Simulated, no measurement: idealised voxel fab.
Process module name: voxel wiring stack
cross-section cut | 275 nm wide | cells 5 nm
The cross-sections in this document take the form of a grid made of square cells. They are written out as bands, in order from top to bottom. Each band consists of one or more rows of cells.
It is stipulated that each band's entry specify, in nanometres, the height of the top of the band and then that of its bottom, followed by the materials of the band in left-to-right sequence, each together with its width in nanometres. A single material marked by the word "edge to edge" is understood to fill the band from edge to edge; the word "empty" is understood to denote empty space.
Heads up on the height convention: 0 is the point under which the incoming wafer is all one material, and the lowest band has no bottom, it just keeps going down, like "from 0 down".
Width spec "30->40" -> top row of cells at first value, bottom row at second value, equal per-row change in between.
"nothing was modified" -> step changed no cross-section cell.
"Internal closed voids" contains a list of empty spaces, each no smaller than 8 cells and without an open way to the top, written in the form width x height at distance with the distance from the left edge and all three in nm.
On a step's line, text after the settings is the simulator commenting on that step.
overlay nm: right-of-plan distance of the mask on a masked step; negative values mean left-of-plan.

Below is the list of planned process steps:
1: RECEIVE, material Si
2: CONFORMAL_DEP, material SiO2, thk nm 10
3: CONFORMAL_DEP, material SiN, thk nm 5
4: DIRECTIONAL_DEP, material SiO2, thk nm 15
5: DIRECTIONAL_DEP, material aC, thk nm 10
6: PATTERN, tone open, mask id METAL_1, material resist, width nm 20, pitch nm 40, thk nm 25, overlay nm 0
7: DIRECTIONAL_ETCH, etch materials aC, depth nm 10
8: STRIP, etch materials resist
9: DIRECTIONAL_ETCH, etch materials SiO2, depth nm 15
10: DIRECTIONAL_ETCH, etch materials SiN, depth nm 5
11: STRIP, etch materials aC
12: CONFORMAL_DEP, material TiN, thk nm 5
13: FILL_DEP, material Cu, thk nm 5
14: CMP, height nm 30
15: CONFORMAL_DEP, material SiCN, thk nm 5
16: DIRECTIONAL_DEP, material SiO2, thk nm 20
17: MASKED_ETCH, tone open, mask id PLUG_1, width nm 15, pitch nm 40, etch materials SiO2, depth nm 20, overlay nm 0
18: MASKED_ETCH, tone open, mask id PLUG_1, width nm 15, pitch nm 40, etch materials SiCN, depth nm 5, overlay nm 0
19: EPI, material Ru, thk nm 10
20: EPI, material Ru, thk nm 10
21: EPI, material Ru, thk nm 5
22: CONFORMAL_DEP, material SiN, thk nm 5
23: DIRECTIONAL_DEP, material SiO2, thk nm 20
24: DIRECTIONAL_DEP, material aC, thk nm 10
25: PATTERN, tone open, mask id METAL_2, material resist, width nm 20, pitch nm 40, thk nm 25, overlay nm 0
26: DIRECTIONAL_ETCH, etch materials aC, depth nm 10
27: STRIP, etch materials resist
28: DIRECTIONAL_ETCH, etch materials SiO2, depth nm 20
29: DIRECTIONAL_ETCH, etch materials SiN, depth nm 5
30: STRIP, etch materials aC
31: CONFORMAL_DEP, material TiN, thk nm 5
32: FILL_DEP, material Ru, thk nm 10
33: CMP, height nm 80
34: CONFORMAL_DEP, material SiCN, thk nm 5
35: DIRECTIONAL_DEP, material lowk, thk nm 20
36: DIRECTIONAL_DEP, material aC, thk nm 15
37: PATTERN, tone open, mask id PLUG_2, material resist, width nm 15, pitch nm 40, thk nm 30, overlay nm 0
38: DIRECTIONAL_ETCH, etch materials aC, depth nm 15
39: STRIP, etch materials resist
40: DIRECTIONAL_ETCH, etch materials lowk, depth nm 20
41: DIRECTIONAL_ETCH, etch materials SiCN, depth nm 5
42: STRIP, etch materials aC
43: CONFORMAL_DEP, material TiN, thk nm 5
44: FILL_DEP, material W, thk nm 10
45: CMP, height nm 105
46: DIRECTIONAL_DEP, material TiN, thk nm 5
47: DIRECTIONAL_DEP, material W, thk nm 15
48: MASKED_ETCH, tone cover, mask id METAL_3, width nm 20, pitch nm 40, etch materials W, depth nm 15, overlay nm 0
49: MASKED_ETCH, tone cover, mask id METAL_3, width nm 20, pitch nm 40, etch materials TiN, depth nm 5, overlay nm 0
50: FILL_DEP, material lowk, thk nm 5
51: CMP, height nm 125
52: CONFORMAL_DEP, material SiCN, thk nm 5

Cross-sectional view of the wafer in its as-received condition, corresponding to the state after step 1:
  from 0 down  Si edge to edge
  Internal closed voids: none

Wafer at module end, in section. Began as above, planned as above, run with one mistake:
  from 130 to 125  SiCN edge to edge
  from 125 to 110  lowk 65 nm  W 20 nm  lowk 20 nm  W 20 nm  lowk 20 nm  W 20 nm  lowk 20 nm  W 20 nm  lowk 70 nm
  from 110 to 105  lowk 65 nm  TiN 20 nm  lowk 20 nm  TiN 20 nm  lowk 20 nm  TiN 20 nm  lowk 20 nm  TiN 20 nm  lowk 70 nm
  from 105 to 85  lowk 65 nm  TiN 5 nm  W 5 nm  TiN 5 nm  lowk 25 nm  TiN 5 nm  W 5 nm  TiN 5 nm  lowk 25 nm  TiN 5 nm  W 5 nm  TiN 5 nm  lowk 25 nm  TiN 5 nm  W 5 nm  TiN 5 nm  lowk 75 nm
  from 85 to 80  SiCN 65 nm  TiN 15 nm  SiCN 25 nm  TiN 15 nm  SiCN 25 nm  TiN 15 nm  SiCN 25 nm  TiN 15 nm  SiCN 75 nm
  from 80 to 75  SiN 65 nm  TiN 20 nm  SiN 20 nm  TiN 20 nm  SiN 20 nm  TiN 20 nm  SiN 20 nm  TiN 20 nm  SiN 70 nm
  from 75 to 55  SiO2 65 nm  SiN 5 nm  TiN 5 nm  SiN 5 nm  SiO2 25 nm  SiN 5 nm  TiN 5 nm  SiN 5 nm  SiO2 25 nm  SiN 5 nm  TiN 5 nm  SiN 5 nm  SiO2 25 nm  SiN 5 nm  TiN 5 nm  SiN 5 nm  SiO2 75 nm
  from 55 to 35  SiO2 edge to edge
  from 35 to 30  SiCN edge to edge
  from 30 to 15  SiO2 65 nm  TiN 5 nm  Cu 10 nm  TiN 5 nm  SiO2 20 nm  TiN 5 nm  Cu 10 nm  TiN 5 nm  SiO2 20 nm  TiN 5 nm  Cu 10 nm  TiN 5 nm  SiO2 20 nm  TiN 5 nm  Cu 10 nm  TiN 5 nm  SiO2 70 nm
  from 15 to 10  SiN 65 nm  TiN 20 nm  SiN 20 nm  TiN 20 nm  SiN 20 nm  TiN 20 nm  SiN 20 nm  TiN 20 nm  SiN 70 nm
  from 10 to 0  SiO2 edge to edge
  from 0 down  Si edge to edge
  Internal closed voids: none
what went wrong: plan step 16 was twice executed
